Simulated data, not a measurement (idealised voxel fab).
process module | voxel plated lines
cross-section cut | 140 nm wide | cells 5 nm
A cross-section is a grid of square cells, given in bands from the top down. A band is one or more rows of cells.
Each band's line starts with the height of the band's top and of its bottom, in nm. Then come its materials from left to right, each with its width in nm. One material with "throughout" fills the band from edge to edge. "air" is empty space.
Height 0 is the level under which the wafer as received is all one material. The lowest band goes on downwards, as in "0 down".
A width such as "30 to 40" changes by the same amount from each row of cells to the next, from the band's top row to its bottom row.
"no change" after a step means that no cell of the cross-section changed.
closed voids: empty space of 8 cells or more with no open way to the top, each as width x height at its distance from the left edge, in nm
after a step's settings: what the simulator itself notes on the step
overlay nm, on a step with a mask: how far to the right of its planned place the mask lay; to the left if negative
Each pair below shows a cross-section before one step and the cross-section after it, down to the lowest band that changed. The line under each pair gives the step between them, with its settings. The pairs can come from different runs of this module on the same starting wafer, so a pair continues from the pair above only where its "before" says so.
before
  0 down: Si throughout
  closed voids: none
after
  5 to 0: SiN throughout
  below 0: unchanged
  closed voids: none
the step between: op CONFORMAL_DEP | material SiN | thk nm 5
before: the cross-section after the pair above
after
  10 to 5: TiN throughout
  below 5: unchanged
  closed voids: none
the step between: op DIRECTIONAL_DEP | material TiN | thk nm 5
before: the cross-section after the pair above
after
  30 to 10: resist 15 | air 20 | resist 25 | air 20 | resist 25 | air 20 | resist 15
  below 10: unchanged
  closed voids: none
the step between: op PATTERN | tone open | mask id LINES | material resist | width nm 20 | pitch nm 45 | thk nm 20 | overlay nm 0
before: the cross-section after the pair above
after
  30 to 20: resist 15 | air 20 | resist 25 | air 20 | resist 25 | air 20 | resist 15
  20 to 10: resist 15 | Ru 20 | resist 25 | Ru 20 | resist 25 | Ru 20 | resist 15
  below 10: unchanged
  closed voids: none
the step between: op EPI | material Ru | thk nm 10
before: the cross-section after the pair above
after
  20 to 10: air 15 | Ru 20 | air 25 | Ru 20 | air 25 | Ru 20 | air 15
  below 10: unchanged
  closed voids: none
the step between: op STRIP | etch materials resist
before: the cross-section after the pair above
after
  20 to 10: air 15 | Ru 20 | air 25 | Ru 20 | air 25 | Ru 20 | air 15
  10 to 5: air 15 | TiN 20 | air 25 | TiN 20 | air 25 | TiN 20 | air 15
  below 5: unchanged
  closed voids: none
the step between: op DIRECTIONAL_ETCH | etch materials TiN | depth nm 5
before: the cross-section after the pair above
after
  30 to 20: air 5 | SiCN 40 | air 5 | SiCN 40 | air 5 | SiCN 40 | air 5
  20 to 15: air 5 | SiCN 10 | Ru 20 | SiCN 10 | air 5 | SiCN 10 | Ru 20 | SiCN 10 | air 5 | SiCN 10 | Ru 20 | SiCN 10 | air 5
  15 to 10: SiCN 15 | Ru 20 | SiCN 25 | Ru 20 | SiCN 25 | Ru 20 | SiCN 15
  10 to 5: SiCN 15 | TiN 20 | SiCN 25 | TiN 20 | SiCN 25 | TiN 20 | SiCN 15
  below 5: unchanged
  closed voids: none
the step between: op CONFORMAL_DEP | material SiCN | thk nm 10
before
  30 to 20: resist 15 | air 20 | resist 25 | air 20 | resist 25 | air 20 | resist 15
  20 to 10: resist 15 | Ru 20 | resist 25 | Ru 20 | resist 25 | Ru 20 | resist 15
  10 to 5: TiN throughout
  5 to 0: SiN throughout
  0 down: Si throughout
  closed voids: none
after
  30 to 10: resist 15 | Ru 20 | resist 25 | Ru 20 | resist 25 | Ru 20 | resist 15
  below 10: unchanged
  closed voids: none
the step between: op EPI | material Ru | thk nm 10
before: the cross-section after the pair above
after
  30 to 10: air 15 | Ru 20 | air 25 | Ru 20 | air 25 | Ru 20 | air 15
  below 10: unchanged
  closed voids: none
the step between: op STRIP | etch materials resist
before: the cross-section after the pair above
after
  30 to 10: air 15 | Ru 20 | air 25 | Ru 20 | air 25 | Ru 20 | air 15
  10 to 5: air 15 | TiN 20 | air 25 | TiN 20 | air 25 | TiN 20 | air 15
  below 5: unchanged
  closed voids: none
the step between: op DIRECTIONAL_ETCH | etch materials TiN | depth nm 5
before: the cross-section after the pair above
after
  40 to 30: air 5 | SiCN 40 | air 5 | SiCN 40 | air 5 | SiCN 40 | air 5
  30 to 15: air 5 | SiCN 10 | Ru 20 | SiCN 10 | air 5 | SiCN 10 | Ru 20 | SiCN 10 | air 5 | SiCN 10 | Ru 20 | SiCN 10 | air 5
  15 to 10: SiCN 15 | Ru 20 | SiCN 25 | Ru 20 | SiCN 25 | Ru 20 | SiCN 15
  10 to 5: SiCN 15 | TiN 20 | SiCN 25 | TiN 20 | SiCN 25 | TiN 20 | SiCN 15
  below 5: unchanged
  closed voids: none
the step between: op CONFORMAL_DEP | material SiCN | thk nm 10
before
  0 down: Si throughout
  closed voids: none
after
  5 to 0: TiN throughout
  below 0: unchanged
  closed voids: none
the step between: op DIRECTIONAL_DEP | material TiN | thk nm 5
before: the cross-section after the pair above
after
  10 to 5: SiN throughout
  below 5: unchanged
  closed voids: none
the step between: op CONFORMAL_DEP | material SiN | thk nm 5
before: the cross-section after the pair above
after
  30 to 10: resist 15 | air 20 | resist 25 | air 20 | resist 25 | air 20 | resist 15
  below 10: unchanged
  closed voids: none
the step between: op PATTERN | tone open | mask id LINES | material resist | width nm 20 | pitch nm 45 | thk nm 20 | overlay nm 0
before: the cross-section after the pair above
after
  10 to 5: SiN throughout
  below 5: unchanged
  closed voids: none
the step between: op STRIP | etch materials resist
before: the cross-section after the pair above
after
  20 to 10: SiCN throughout
  below 10: unchanged
  closed voids: none
the step between: op CONFORMAL_DEP | material SiCN | thk nm 10
before
  0 down: Si throughout
  closed voids: none
after
  15 to 0: SiN throughout
  below 0: unchanged
  closed voids: none
the step between: op CONFORMAL_DEP | material SiN | thk nm 15
before: the cross-section after the pair above
after
  20 to 15: TiN throughout
  below 15: unchanged
  closed voids: none
the step between: op DIRECTIONAL_DEP | material TiN | thk nm 5
before: the cross-section after the pair above
after
  40 to 20: resist 15 | air 20 | resist 25 | air 20 | resist 25 | air 20 | resist 15
  below 20: unchanged
  closed voids: none
the step between: op PATTERN | tone open | mask id LINES | material resist | width nm 20 | pitch nm 45 | thk nm 20 | overlay nm 0
before: the cross-section after the pair above
after
  40 to 30: resist 15 | air 20 | resist 25 | air 20 | resist 25 | air 20 | resist 15
  30 to 20: resist 15 | Ru 20 | resist 25 | Ru 20 | resist 25 | Ru 20 | resist 15
  below 20: unchanged
  closed voids: none
the step between: op EPI | material Ru | thk nm 10
before: the cross-section after the pair above
after
  30 to 20: air 15 | Ru 20 | air 25 | Ru 20 | air 25 | Ru 20 | air 15
  below 20: unchanged
  closed voids: none
the step between: op STRIP | etch materials resist
before: the cross-section after the pair above
after
  30 to 20: air 15 | Ru 20 | air 25 | Ru 20 | air 25 | Ru 20 | air 15
  20 to 15: air 15 | TiN 20 | air 25 | TiN 20 | air 25 | TiN 20 | air 15
  below 15: unchanged
  closed voids: none
the step between: op DIRECTIONAL_ETCH | etch materials TiN | depth nm 5
before: the cross-section after the pair above
after
  40 to 30: air 5 | SiCN 40 | air 5 | SiCN 40 | air 5 | SiCN 40 | air 5
  30 to 25: air 5 | SiCN 10 | Ru 20 | SiCN 10 | air 5 | SiCN 10 | Ru 20 | SiCN 10 | air 5 | SiCN 10 | Ru 20 | SiCN 10 | air 5
  25 to 20: SiCN 15 | Ru 20 | SiCN 25 | Ru 20 | SiCN 25 | Ru 20 | SiCN 15
  20 to 15: SiCN 15 | TiN 20 | SiCN 25 | TiN 20 | SiCN 25 | TiN 20 | SiCN 15
  below 15: unchanged
  closed voids: none
the step between: op CONFORMAL_DEP | material SiCN | thk nm 10
before
  10 to 5: TiN throughout
  5 to 0: SiN throughout
  0 down: Si throughout
  closed voids: none
after
  30 to 10: resist 20 | air 15 | resist 30 | air 15 | resist 30 | air 15 | resist 15
  below 10: unchanged
  closed voids: none
the step between: op PATTERN | tone open | mask id LINES | material resist | width nm 15 | pitch nm 45 | thk nm 20 | overlay nm 0
before: the cross-section after the pair above
after
  30 to 20: resist 20 | air 15 | resist 30 | air 15 | resist 30 | air 15 | resist 15
  20 to 10: resist 20 | Ru 15 | resist 30 | Ru 15 | resist 30 | Ru 15 | resist 15
  below 10: unchanged
  closed voids: none
the step between: op EPI | material Ru | thk nm 10
before: the cross-section after the pair above
after
  20 to 10: air 20 | Ru 15 | air 30 | Ru 15 | air 30 | Ru 15 | air 15
  below 10: unchanged
  closed voids: none
the step between: op STRIP | etch materials resist
before: the cross-section after the pair above
after
  20 to 10: air 20 | Ru 15 | air 30 | Ru 15 | air 30 | Ru 15 | air 15
  10 to 5: air 20 | TiN 15 | air 30 | TiN 15 | air 30 | TiN 15 | air 15
  below 5: unchanged
  closed voids: none
the step between: op DIRECTIONAL_ETCH | etch materials TiN | depth nm 5
before: the cross-section after the pair above
after
  30 to 20: air 10 | SiCN 35 | air 10 | SiCN 35 | air 10 | SiCN 35 | air 5
  20 to 15: air 10 | SiCN 10 | Ru 15 | SiCN 10 | air 10 | SiCN 10 | Ru 15 | SiCN 10 | air 10 | SiCN 10 | Ru 15 | SiCN 10 | air 5
  15 to 10: SiCN 20 | Ru 15 | SiCN 30 | Ru 15 | SiCN 30 | Ru 15 | SiCN 15
  10 to 5: SiCN 20 | TiN 15 | SiCN 30 | TiN 15 | SiCN 30 | TiN 15 | SiCN 15
  below 5: unchanged
  closed voids: none
the step between: op CONFORMAL_DEP | material SiCN | thk nm 10
before
  0 down: Si throughout
  closed voids: none
after
  5 to 0: TiN throughout
  below 0: unchanged
  closed voids: none
the step between: op CONFORMAL_DEP | material TiN | thk nm 5
before: the cross-section after the pair above
after
  10 to 0: TiN throughout
  below 0: unchanged
  closed voids: none
the step between: op DIRECTIONAL_DEP | material TiN | thk nm 5
before: the cross-section after the pair above
after
  30 to 10: resist 15 | air 20 | resist 25 | air 20 | resist 25 | air 20 | resist 15
  below 10: unchanged
  closed voids: none
the step between: op PATTERN | tone open | mask id LINES | material resist | width nm 20 | pitch nm 45 | thk nm 20 | overlay nm 0
before: the cross-section after the pair above
after
  30 to 20: resist 15 | air 20 | resist 25 | air 20 | resist 25 | air 20 | resist 15
  20 to 10: resist 15 | Ru 20 | resist 25 | Ru 20 | resist 25 | Ru 20 | resist 15
  below 10: unchanged
  closed voids: none
the step between: op EPI | material Ru | thk nm 10
before: the cross-section after the pair above
after
  20 to 10: air 15 | Ru 20 | air 25 | Ru 20 | air 25 | Ru 20 | air 15
  below 10: unchanged
  closed voids: none
the step between: op STRIP | etch materials resist
before: the cross-section after the pair above
after
  20 to 10: air 15 | Ru 20 | air 25 | Ru 20 | air 25 | Ru 20 | air 15
  10 to 5: air 15 | TiN 20 | air 25 | TiN 20 | air 25 | TiN 20 | air 15
  below 5: unchanged
  closed voids: none
the step between: op DIRECTIONAL_ETCH | etch materials TiN | depth nm 5
before: the cross-section after the pair above
after
  30 to 20: air 5 | SiCN 40 | air 5 | SiCN 40 | air 5 | SiCN 40 | air 5
  20 to 15: air 5 | SiCN 10 | Ru 20 | SiCN 10 | air 5 | SiCN 10 | Ru 20 | SiCN 10 | air 5 | SiCN 10 | Ru 20 | SiCN 10 | air 5
  15 to 10: SiCN 15 | Ru 20 | SiCN 25 | Ru 20 | SiCN 25 | Ru 20 | SiCN 15
  10 to 5: SiCN 15 | TiN 20 | SiCN 25 | TiN 20 | SiCN 25 | TiN 20 | SiCN 15
  below 5: unchanged
  closed voids: none
the step between: op CONFORMAL_DEP | material SiCN | thk nm 10
before
  10 to 5: TiN throughout
  5 to 0: SiN throughout
  0 down: Si throughout
  closed voids: none
after
  30 to 10: air 15 | resist 20 | air 25 | resist 20 | air 25 | resist 20 | air 15
  below 10: unchanged
  closed voids: none
the step between: op PATTERN | tone cover | mask id LINES | material resist | width nm 20 | pitch nm 45 | thk nm 20 | overlay nm 0
before: the cross-section after the pair above
after
  30 to 20: air 15 | resist 20 | air 25 | resist 20 | air 25 | resist 20 | air 15
  20 to 10: Ru 15 | resist 20 | Ru 25 | resist 20 | Ru 25 | resist 20 | Ru 15
  below 10: unchanged
  closed voids: none
the step between: op EPI | material Ru | thk nm 10
before: the cross-section after the pair above
after
  20 to 10: Ru 15 | air 20 | Ru 25 | air 20 | Ru 25 | air 20 | Ru 15
  below 10: unchanged
  closed voids: none
the step between: op STRIP | etch materials resist
before: the cross-section after the pair above
after
  20 to 10: Ru 15 | air 20 | Ru 25 | air 20 | Ru 25 | air 20 | Ru 15
  10 to 5: TiN 15 | air 20 | TiN 25 | air 20 | TiN 25 | air 20 | TiN 15
  below 5: unchanged
  closed voids: none
the step between: op DIRECTIONAL_ETCH | etch materials TiN | depth nm 5
before: the cross-section after the pair above
after
  30 to 20: SiCN throughout
  20 to 10: Ru 15 | SiCN 20 | Ru 25 | SiCN 20 | Ru 25 | SiCN 20 | Ru 15
  10 to 5: TiN 15 | SiCN 20 | TiN 25 | SiCN 20 | TiN 25 | SiCN 20 | TiN 15
  below 5: unchanged
  closed voids: none
the step between: op CONFORMAL_DEP | material SiCN | thk nm 10
